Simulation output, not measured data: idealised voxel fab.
You're looking at the process module voxel transistor to metal.
Square cells of 5 nm make up the cross-section cut, whose width is 155 nm.
Cross-section layout: square cells on a grid; listed as bands, top to bottom; a band spans one or more cell rows.
Basically the band line says how high the top is and how high the bottom is, in nm, and then what's in it from left to right, every material with its width in nm. Empty space shows up as "air", and if a single material carries "full width" it runs the full band edge to edge.
It should be noted that heights are counted from 0, beneath which the wafer as supplied is of one material throughout, and that the lowest band possesses no lower boundary but continues downward, as written in "0..down".
Width: "30 to 40" (first number = top row, second number = bottom row, same change from row to row of cells).
What does "no modification" mean for a step? It means no cell of the cross-section changed in that step.
What "Entrapped voids" gives you is every empty space of 8 cells or more that is cut off from the top. Each appears as width x height at distance, with the distance taken from the left edge and width, height and distance all in nm.
Formally, on a step line, whatever follows the settings is a remark that the simulator itself makes on the step.
When a step includes a mask, the "overlay nm" setting on its line states how far to the right of its planned place that mask lay, and negative values state how far to the left.
PLAN
1. RECEIVE,material Si
2. OXIDIZE,depth nm 5
3. CONFORMAL_DEP,material SiN,thk nm 10
4. PATTERN,tone cover,mask id ACTIVE,material resist,width nm 110,thk nm 15,overlay nm 0
5. DIRECTIONAL_ETCH,etch materials SiN,depth nm 10
6. DIRECTIONAL_ETCH,etch materials SiO2,depth nm 5
7. DIRECTIONAL_ETCH,etch materials Si,depth nm 20
8. STRIP,etch materials resist
9. OXIDIZE,depth nm 5
10. FILL_DEP,material SiO2,thk nm 5
11. CMP,height nm 10
12. SELECTIVE_ETCH,etch materials SiO2,depth nm 5
13. STRIP,etch materials SiN
14. SELECTIVE_ETCH,etch materials SiO2,depth nm 5
15. OXIDIZE,depth nm 5
16. DIRECTIONAL_DEP,material polySi,thk nm 25
17. DIRECTIONAL_DEP,material SiCN,thk nm 15
18. DIRECTIONAL_DEP,material aC,thk nm 10
19. PATTERN,tone cover,mask id GATE,material resist,width nm 30,thk nm 30,overlay nm 0
20. DIRECTIONAL_ETCH,etch materials aC,depth nm 10
21. STRIP,etch materials resist
22. DIRECTIONAL_ETCH,etch materials SiCN,depth nm 25
23. DIRECTIONAL_ETCH,etch materials polySi,depth nm 35
24. STRIP,etch materials aC
25. CONFORMAL_DEP,material SiO2,thk nm 5
26. DIRECTIONAL_ETCH,etch materials SiO2,depth nm 5
27. CONFORMAL_DEP,material SiN,thk nm 5
28. DIRECTIONAL_ETCH,etch materials SiN,depth nm 5
29. DIRECTIONAL_ETCH,etch materials SiO2,depth nm 5
30. DIRECTIONAL_ETCH,etch materials Si,depth nm 5
31. EPI,material pSi,thk nm 10
32. FILL_DEP,material SiO2,thk nm 5
33. CMP,height nm 20
34. STRIP,etch materials polySi
35. SELECTIVE_ETCH,etch materials SiO2,depth nm 5
36. CONFORMAL_DEP,material HfO2,thk nm 5
37. CONFORMAL_DEP,material TiN,thk nm 5
38. FILL_DEP,material W,thk nm 5
39. CMP,height nm 15
40. DIRECTIONAL_DEP,material SiO2,thk nm 10
41. PATTERN,tone open,mask id CONTACT,material resist,width nm 20,pitch nm 80,thk nm 20,overlay nm 0
42. DIRECTIONAL_ETCH,etch materials SiO2,depth nm 30
43. STRIP,etch materials resist
44. CONFORMAL_DEP,material TiN,thk nm 5
45. FILL_DEP,material W,thk nm 10
46. CMP,height nm 25
47. DIRECTIONAL_DEP,material TiN,thk nm 5
48. DIRECTIONAL_DEP,material W,thk nm 25
49. PATTERN,tone cover,mask id METAL_1,material resist,width nm 20,pitch nm 80,thk nm 20,overlay nm 0
50. DIRECTIONAL_ETCH,etch materials W,depth nm 25
51. DIRECTIONAL_ETCH,etch materials TiN,depth nm 5
52. STRIP,etch materials resist
53. CONFORMAL_DEP,material SiN,thk nm 5
54. FILL_DEP,material SiO2,thk nm 5
55. CMP,height nm 55
56. CONFORMAL_DEP,material SiCN,thk nm 5
57. DIRECTIONAL_DEP,material SiO2,thk nm 35
58. DIRECTIONAL_DEP,material aC,thk nm 10
59. PATTERN,tone open,mask id METAL_2,material resist,width nm 20,pitch nm 80,thk nm 30,overlay nm -10
60. DIRECTIONAL_ETCH,etch materials aC,depth nm 10
61. STRIP,etch materials resist
62. DIRECTIONAL_ETCH,etch materials SiO2,depth nm 20
63. STRIP,etch materials aC
64. DIRECTIONAL_DEP,material aC,thk nm 15
65. PATTERN,tone open,mask id METAL_2_HOLES,material resist,width nm 15,pitch nm 80,thk nm 30,overlay nm 0
66. DIRECTIONAL_ETCH,etch materials aC,depth nm 15
67. STRIP,etch materials resist
68. DIRECTIONAL_ETCH,etch materials SiO2,depth nm 15
69. DIRECTIONAL_ETCH,etch materials SiCN,depth nm 5
70. STRIP,etch materials aC
71. CONFORMAL_DEP,material TiN,thk nm 5
72. FILL_DEP,material Cu,thk nm 10
73. CMP,height nm 95
74. CONFORMAL_DEP,material SiCN,thk nm 5
Don't read the plan's overlay nm for step 59 as applying to every wafer: that's the first wafer's value, and the wafers differ in it, though they all start identical.
THE FIRST OF SEVERAL WAFERS, AS RECEIVED AFTER STEP 1, SEEN IN SECTION
> 0..down: Si full width
> Entrapped voids: none
FIRST OF SEVERAL WAFERS IN CROSS-SECTION AT MODULE END, FOLLOWING THE FINAL STEP, STEP 74
> 100..95: SiCN full width
> 95..85: SiO2 15 nm, TiN 5 nm, Cu 15 nm, TiN 5 nm, SiO2 55 nm, TiN 5 nm, Cu 15 nm, TiN 5 nm, SiO2 35 nm
> 85..80: SiO2 15 nm, TiN 5 nm, Cu 10 nm, TiN 10 nm, SiO2 55 nm, TiN 5 nm, Cu 10 nm, TiN 10 nm, SiO2 35 nm
> 80..75: SiO2 15 nm, TiN 20 nm, SiO2 60 nm, TiN 20 nm, SiO2 40 nm
> 75..60: SiO2 25 nm, TiN 10 nm, SiO2 70 nm, TiN 10 nm, SiO2 40 nm
> 60..55: SiCN 25 nm, TiN 10 nm, SiCN 70 nm, TiN 10 nm, SiCN 40 nm
> 55..30: SiO2 20 nm, SiN 5 nm, W 20 nm, SiN 5 nm, SiO2 50 nm, SiN 5 nm, W 20 nm, SiN 5 nm, SiO2 25 nm
> 30..25: SiN 25 nm, TiN 20 nm, SiN 60 nm, TiN 20 nm, SiN 30 nm
> 25..15: SiO2 25 nm, TiN 5 nm, W 10 nm, TiN 5 nm, SiO2 60 nm, TiN 5 nm, W 10 nm, TiN 5 nm, SiO2 30 nm
> 15..5: SiO2 25 nm, TiN 5 nm, W 10 nm, TiN 5 nm, SiO2 5 nm, SiN 5 nm, HfO2 5 nm, TiN 5 nm, W 20 nm, TiN 5 nm, HfO2 5 nm, SiN 5 nm, SiO2 5 nm, TiN 5 nm, W 10 nm, TiN 5 nm, SiO2 30 nm
> 5..0: SiO2 25 nm, TiN 5 nm, W 5 nm, TiN 10 nm, SiO2 5 nm, SiN 5 nm, HfO2 5 nm, TiN 5 nm, W 20 nm, TiN 5 nm, HfO2 5 nm, SiN 5 nm, SiO2 5 nm, TiN 10 nm, W 5 nm, TiN 5 nm, SiO2 30 nm
> 0..-5: SiO2 20 nm, SiN 5 nm, TiN 15 nm, pSi 10 nm, SiN 5 nm, HfO2 5 nm, TiN 30 nm, HfO2 5 nm, SiN 5 nm, pSi 10 nm, TiN 15 nm, SiN 5 nm, SiO2 25 nm
> -5..-10: SiO2 25 nm, pSi 25 nm, SiO2 5 nm, HfO2 40 nm, SiO2 5 nm, pSi 25 nm, SiO2 30 nm
> -10..-15: SiO2 25 nm, pSi 25 nm, Si 50 nm, pSi 25 nm, SiO2 30 nm
> -15..-30: SiO2 25 nm, Si 100 nm, SiO2 30 nm
> -30..down: Si full width
> Entrapped voids: none
END OF MODULE: CROSS-SECTION, LAST OF SEVERAL WAFERS
> 100..95: SiCN full width
> 95..85: SiO2 25 nm, TiN 5 nm, Cu 25 nm, TiN 5 nm, SiO2 45 nm, TiN 5 nm, Cu 25 nm, TiN 5 nm, SiO2 15 nm
> 85..80: SiO2 25 nm, TiN 20 nm, Cu 10 nm, TiN 5 nm, SiO2 45 nm, TiN 20 nm, Cu 10 nm, TiN 5 nm, SiO2 15 nm
> 80..75: SiO2 40 nm, TiN 20 nm, SiO2 60 nm, TiN 20 nm, SiO2 15 nm
> 75..60: SiO2 full width
> 60..55: SiCN full width
> 55..30: SiO2 20 nm, SiN 5 nm, W 20 nm, SiN 5 nm, SiO2 50 nm, SiN 5 nm, W 20 nm, SiN 5 nm, SiO2 25 nm
> 30..25: SiN 25 nm, TiN 20 nm, SiN 60 nm, TiN 20 nm, SiN 30 nm
> 25..15: SiO2 25 nm, TiN 5 nm, W 10 nm, TiN 5 nm, SiO2 60 nm, TiN 5 nm, W 10 nm, TiN 5 nm, SiO2 30 nm
> 15..5: SiO2 25 nm, TiN 5 nm, W 10 nm, TiN 5 nm, SiO2 5 nm, SiN 5 nm, HfO2 5 nm, TiN 5 nm, W 20 nm, TiN 5 nm, HfO2 5 nm, SiN 5 nm, SiO2 5 nm, TiN 5 nm, W 10 nm, TiN 5 nm, SiO2 30 nm
> 5..0: SiO2 25 nm, TiN 5 nm, W 5 nm, TiN 10 nm, SiO2 5 nm, SiN 5 nm, HfO2 5 nm, TiN 5 nm, W 20 nm, TiN 5 nm, HfO2 5 nm, SiN 5 nm, SiO2 5 nm, TiN 10 nm, W 5 nm, TiN 5 nm, SiO2 30 nm
> 0..-5: SiO2 20 nm, SiN 5 nm, TiN 15 nm, pSi 10 nm, SiN 5 nm, HfO2 5 nm, TiN 30 nm, HfO2 5 nm, SiN 5 nm, pSi 10 nm, TiN 15 nm, SiN 5 nm, SiO2 25 nm
> -5..-10: SiO2 25 nm, pSi 25 nm, SiO2 5 nm, HfO2 40 nm, SiO2 5 nm, pSi 25 nm, SiO2 30 nm
> -10..-15: SiO2 25 nm, pSi 25 nm, Si 50 nm, pSi 25 nm, SiO2 30 nm
> -15..-30: SiO2 25 nm, Si 100 nm, SiO2 30 nm
> -30..down: Si full width
> Entrapped voids: none
QUICK KEY FOR THE TABLE: A ROW PER WAFER, TAKEN AT THE END OF THE MODULE. FOR EACH MATERIAL IT TELLS YOU HOW MANY CELLS THE WAFER GAINED (+) OR LOST (-) SINCE IT CAME IN, AND THE CLOSED VOIDS COME AFTER
overlay nm -10, +16 Cu, +16 HfO2, -116 Si, +58 SiCN, +53 SiN, +413 SiO2, +86 TiN, +70 W, +24 pSi, Entrapped voids: none
overlay nm -5, +20 Cu, +16 HfO2, -116 Si, +56 SiCN, +53 SiN, +413 SiO2, +84 TiN, +70 W, +24 pSi, Entrapped voids: none
overlay nm 0, +20 Cu, +16 HfO2, -116 Si, +56 SiCN, +53 SiN, +413 SiO2, +84 TiN, +70 W, +24 pSi, Entrapped voids: none
overlay nm 5, +16 Cu, +16 HfO2, -116 Si, +58 SiCN, +53 SiN, +413 SiO2, +86 TiN, +70 W, +24 pSi, Entrapped voids: none
overlay nm 10, +20 Cu, +16 HfO2, -116 Si, +60 SiCN, +53 SiN, +413 SiO2, +80 TiN, +70 W, +24 pSi, Entrapped voids: none
overlay nm 15, +24 Cu, +16 HfO2, -116 Si, +62 SiCN, +53 SiN, +413 SiO2, +74 TiN, +70 W, +24 pSi, Entrapped voids: none
